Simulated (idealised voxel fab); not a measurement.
Herein follows the process module entitled voxel released beams.
Pictured: cross-section cut, 280 nm wide, on a grid of 5 nm square cells.
Cross-section, as written here: a square-cell grid given band by band from the top down, where a band holds one or more rows of cells. Read a band's entry like this: the first values are the height of its top and the height of its bottom in nm, and what follows is the sequence of materials from left to right, each with its width in nm. Note that "empty" is empty space, and that a single material marked "everywhere" reaches across the band from edge to edge. Heights are reckoned from 0. Under this level, the received wafer is all of one material. The bottommost band is open-ended downward, for example "0 down". The two numbers in a width such as "30->40" mark its ends across the band: the first belongs to the top row of cells, the second to the bottom row, and from each row to the next the width moves by the same amount. Given "remained the same" for a step, no cell of the cross-section differs between before and after that step. Closed void register: empty space of 8 cells or more with no open way to the top, each as width x height at its distance from the left edge, in nm. Whatever follows a step's settings on its line is a remark the simulator itself makes about that step. overlay nm: for a step with a mask, the amount by which the mask lay right of where it was planned; a negative amount means left of it.
# The planned process steps are enumerated hereunder
1. RECEIVE: material Si
2. CONFORMAL_DEP: material Al2O3, thk nm 5
3. DIRECTIONAL_DEP: material SiO2, thk nm 10
4. DIRECTIONAL_DEP: material aC, thk nm 10
5. PATTERN: tone open, mask id ANCHOR, material resist, width nm 40, thk nm 25, overlay nm 0
6. DIRECTIONAL_ETCH: etch materials aC, depth nm 10
7. STRIP: etch materials resist
8. DIRECTIONAL_ETCH: etch materials SiO2, depth nm 10
9. STRIP: etch materials aC
10. CONFORMAL_DEP: material SiN, thk nm 15
11. MASKED_ETCH: tone cover, mask id BEAM, width nm 85, etch materials SiN, depth nm 5, overlay nm 0
12. STRIP: etch materials SiO2
varied across the wafers: depth nm of step 11. The plan shows the first wafer's value. All wafers start alike
# First of several wafers, received after step 1, in cross-section
- 0 down  Si everywhere
- Closed void register: none
# Module end state after final step 12: cross-section of the first of several wafers
- 30 to 25  95 of empty; 20 of SiN; 10 of empty; 55 of SiN; 100 of empty
- 25 to 20  115 of SiN; 10 of empty; 155 of SiN
- 20 to 15  SiN everywhere
- 15 to 5  100 of SiO2; 40 of SiN; 140 of SiO2
- 5 to 0  Al2O3 everywhere
- 0 down  Si everywhere
- Closed void register: none
# Showing the last wafer in cross-section at the end of the module
- 30 to 20  95 of empty; 20 of SiN; 10 of empty; 55 of SiN; 100 of empty
- 20 to 15  95 of empty; 85 of SiN; 100 of empty
- 15 to 5  100 of empty; 40 of SiN; 140 of empty
- 5 to 0  Al2O3 everywhere
- 0 down  Si everywhere
- Closed void register: none
# End of module, by wafer: material-by-material cell gain (+) or loss (-) since receipt, then closed voids
depth nm 5; +56 Al2O3; +141 SiN; +96 SiO2; Closed void register: none
depth nm 10; +56 Al2O3; +102 SiN; +96 SiO2; Closed void register: none
depth nm 15; +56 Al2O3; +63 SiN; Closed void register: none
depth nm 20; +56 Al2O3; +63 SiN; Closed void register: none
depth nm 25; +56 Al2O3; +63 SiN; Closed void register: none
depth nm 30; +56 Al2O3; +63 SiN; Closed void register: none
